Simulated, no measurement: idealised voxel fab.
process module | voxel gate over fins
cross-section cut | 285 nm wide | cells 5 nm
A cross-section is a grid of square cells, given in bands from the top down. A band is one or more rows of cells.
Each band's line starts with the height of the band's top and of its bottom, in nm. Then come its materials from left to right, each with its width in nm. One material with "throughout" fills the band from edge to edge. "air" is empty space.
Height 0 is the level under which the wafer as received is all one material. The lowest band goes on downwards, as in "0 down".
A width such as "30 to 40" changes by the same amount from each row of cells to the next, from the band's top row to its bottom row.
"no change" after a step means that no cell of the cross-section changed.
closed voids: empty space of 8 cells or more with no open way to the top, each as width x height at its distance from the left edge, in nm
after a step's settings: what the simulator itself notes on the step
overlay nm, on a step with a mask: how far to the right of its planned place the mask lay; to the left if negative
plan
1 op RECEIVE | material Si
2 op CONFORMAL_DEP | material SiN | thk nm 10
3 op MASKED_ETCH | tone cover | mask id FINS | width nm 15 | pitch nm 60 | etch materials SiN | depth nm 10 | overlay nm 0
4 op MASKED_ETCH | tone cover | mask id FINS | width nm 15 | pitch nm 60 | etch materials Si | depth nm 35 | overlay nm 0
5 op OXIDIZE | depth nm 5
6 op FILL_DEP | material SiO2 | thk nm 10
7 op CMP | height nm 10
8 op PATTERN | tone open | mask id RAIL | material resist | width nm 15 | thk nm 20 | overlay nm 0
9 op DIRECTIONAL_ETCH | etch materials SiO2 | depth nm 40
10 op STRIP | etch materials resist
11 op CONFORMAL_DEP | material TiN | thk nm 5
12 op FILL_DEP | material W | thk nm 10
13 op CMP | height nm 10
14 op SELECTIVE_ETCH | etch materials W Ru TiN | depth nm 35
15 op FILL_DEP | material SiO2 | thk nm 5
16 op CMP | height nm 10
17 op SELECTIVE_ETCH | etch materials SiO2 | depth nm 25
18 op STRIP | etch materials SiN
19 op CONFORMAL_DEP | material HfO2 | thk nm 5
20 op CONFORMAL_DEP | material TiN | thk nm 5
21 op CONFORMAL_DEP | material TiAl | thk nm 5
22 op CONFORMAL_DEP | material TiN | thk nm 5
23 op FILL_DEP | material W | thk nm 10
24 op CMP | height nm 25
25 op CONFORMAL_DEP | material SiCN | thk nm 10
as received, after step 1
  0 down: Si throughout
  closed voids: none
a wafer at the end: this start, this plan, one mistake
  35 to 25: SiCN throughout
  25 to 20: W 115 | TiN 5 | TiAl 45 | TiN 5 | W 115
  20 to 15: W 90 | TiN 30 | TiAl 5 | TiN 35 | TiAl 5 | TiN 30 | W 90
  15 to 10: W 90 | TiN 5 | TiAl 30 | TiN 5 | HfO2 25 | TiN 5 | TiAl 30 | TiN 5 | W 90
  10 to 5: W 90 | TiN 5 | TiAl 5 | TiN 30 | HfO2 5 | SiCN 5 | HfO2 5 | SiCN 5 | HfO2 5 | TiN 30 | TiAl 5 | TiN 5 | W 90
  5 to 0: TiN 95 | TiAl 5 | TiN 5 | HfO2 15 | TiN 10 | HfO2 5 | SiCN 5 | HfO2 5 | SiCN 5 | HfO2 5 | TiN 10 | HfO2 15 | TiN 5 | TiAl 5 | TiN 95
  0 to -5: TiAl 100 | TiN 5 | HfO2 5 | Si 5 | HfO2 5 | TiN 10 | HfO2 5 | SiCN 5 | HfO2 5 | SiCN 5 | HfO2 5 | TiN 10 | HfO2 5 | Si 5 | HfO2 5 | TiN 5 | TiAl 100
  -5 to -10: TiN 105 | HfO2 5 | Si 5 | HfO2 5 | TiN 10 | HfO2 5 | SiCN 5 | HfO2 5 | SiCN 5 | HfO2 5 | TiN 10 | HfO2 5 | Si 5 | HfO2 5 | TiN 105
  -10 to -15: HfO2 110 | Si 5 | HfO2 20 | SiCN 5 | HfO2 5 | SiCN 5 | HfO2 20 | Si 5 | HfO2 110
  -15 to -25: SiO2 110 | Si 5 | SiO2 20 | SiCN 5 | SiO2 5 | SiCN 5 | SiO2 20 | Si 5 | SiO2 110
  -25 to -30: SiO2 110 | Si 5 | SiO2 20 | SiCN 15 | SiO2 20 | Si 5 | SiO2 110
  -30 to -40: SiO2 110 | Si 5 | SiO2 55 | Si 5 | SiO2 110
  -40 down: Si throughout
  closed voids: none
what went wrong: step 11 ran as: op CONFORMAL_DEP | material SiCN | thk nm 5
